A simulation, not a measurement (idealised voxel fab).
process module | voxel spacer lines
cross-section cut | 230 nm wide | cells 5 nm
A cross-section is a grid of square cells, given in bands from the top down. A band is one or more rows of cells.
Each band's line starts with the height of the band's top and of its bottom, in nm. Then come its materials from left to right, each with its width in nm. One material with "throughout" fills the band from edge to edge. "air" is empty space.
Height 0 is the level under which the wafer as received is all one material. The lowest band goes on downwards, as in "0 down".
A width such as "30 to 40" changes by the same amount from each row of cells to the next, from the band's top row to its bottom row.
"no change" after a step means that no cell of the cross-section changed.
closed voids: empty space of 8 cells or more with no open way to the top, each as width x height at its distance from the left edge, in nm
after a step's settings: what the simulator itself notes on the step
overlay nm, on a step with a mask: how far to the right of its planned place the mask lay; to the left if negative
plan
1 op RECEIVE | material Si
2 op CONFORMAL_DEP | material Al2O3 | thk nm 5
3 op DIRECTIONAL_DEP | material SiN | thk nm 20
4 op DIRECTIONAL_DEP | material aC | thk nm 20
5 op PATTERN | tone cover | mask id MANDREL | material resist | width nm 15 | pitch nm 50 | thk nm 25 | overlay nm 0
6 op DIRECTIONAL_ETCH | etch materials aC | depth nm 20
7 op STRIP | etch materials resist
8 op CONFORMAL_DEP | material SiO2 | thk nm 10
9 op DIRECTIONAL_ETCH | etch materials SiO2 | depth nm 10
10 op STRIP | etch materials aC
11 op DIRECTIONAL_ETCH | etch materials SiN | depth nm 20
12 op STRIP | etch materials SiO2
13 op FILL_DEP | material lowk | thk nm 10
14 op CMP | height nm 25
varied across the wafers: width nm of step 5. The plan shows the first wafer's value. All wafers start alike
first wafer as received, after step 1
  0 down: Si throughout
  closed voids: none
each wafer at the end: cells of each material gained (+) or lost (-) since it was received, then its closed voids
width nm 15 | +46 Al2O3 | +48 SiN | +136 lowk | closed voids: none
width nm 20 | +46 Al2O3 | +48 SiN | +136 lowk | closed voids: none
width nm 25 | +46 Al2O3 | +48 SiN | +136 lowk | closed voids: none
width nm 30 | +46 Al2O3 | +48 SiN | +136 lowk | closed voids: none
